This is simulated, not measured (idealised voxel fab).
process module | voxel self aligned vias
cross-section cut | 280 nm wide | cells 5 nm
A cross-section is a grid of square cells, given in bands from the top down. A band is one or more rows of cells.
Each band's line starts with the height of the band's top and of its bottom, in nm. Then come its materials from left to right, each with its width in nm. One material with "throughout" fills the band from edge to edge. "air" is empty space.
Height 0 is the level under which the wafer as received is all one material. The lowest band goes on downwards, as in "0 down".
A width such as "30 to 40" changes by the same amount from each row of cells to the next, from the band's top row to its bottom row.
"no change" after a step means that no cell of the cross-section changed.
closed voids: empty space of 8 cells or more with no open way to the top, each as width x height at its distance from the left edge, in nm
after a step's settings: what the simulator itself notes on the step
overlay nm, on a step with a mask: how far to the right of its planned place the mask lay; to the left if negative
plan
1 op RECEIVE | material Si
2 op CONFORMAL_DEP | material SiO2 | thk nm 15
3 op CONFORMAL_DEP | material SiCN | thk nm 5
4 op DIRECTIONAL_DEP | material lowk | thk nm 30
5 op MASKED_ETCH | tone open | mask id LINES | width nm 30 | pitch nm 75 | etch materials lowk | depth nm 30 | overlay nm 0
6 op CONFORMAL_DEP | material TiN | thk nm 5
7 op FILL_DEP | material W | thk nm 10
8 op CMP | height nm 50
9 op SELECTIVE_ETCH | etch materials W Ru TiN | depth nm 10
10 op FILL_DEP | material SiN | thk nm 10
11 op CMP | height nm 50
12 op DIRECTIONAL_DEP | material lowk | thk nm 20
13 op MASKED_ETCH | tone open | mask id VIAS | width nm 50 | etch materials lowk | depth nm 20 | overlay nm 0
14 op MASKED_ETCH | tone open | mask id VIAS | width nm 50 | etch materials SiN | depth nm 10 | overlay nm 0
15 op CONFORMAL_DEP | material TiN | thk nm 5
16 op FILL_DEP | material Ru | thk nm 5
17 op CMP | height nm 70
18 op CONFORMAL_DEP | material SiN | thk nm 5
as received, after step 1
  0 down: Si throughout
  closed voids: none
a wafer at the end: this start, this plan, one mistake
  75 to 70: SiN throughout
  70 to 50: lowk 75 | TiN 5 | Ru 40 | TiN 5 | lowk 155
  50 to 45: lowk 75 | TiN 5 | Ru 40 | TiN 5 | lowk 35 | SiN 30 | lowk 90
  45 to 40: lowk 75 | TiN 50 | lowk 35 | SiN 30 | lowk 90
  40 to 30: lowk 75 | TiN 15 | W 20 | TiN 15 | lowk 35 | TiN 5 | W 20 | TiN 5 | lowk 90
  30 to 25: lowk 85 | TiN 5 | W 20 | TiN 5 | lowk 45 | TiN 5 | W 20 | TiN 5 | lowk 90
  25 to 20: lowk 85 | TiN 30 | lowk 45 | TiN 30 | lowk 90
  20 to 15: SiCN throughout
  15 to 0: SiO2 throughout
  0 down: Si throughout
  closed voids: none
what went wrong: step 13 was run twice
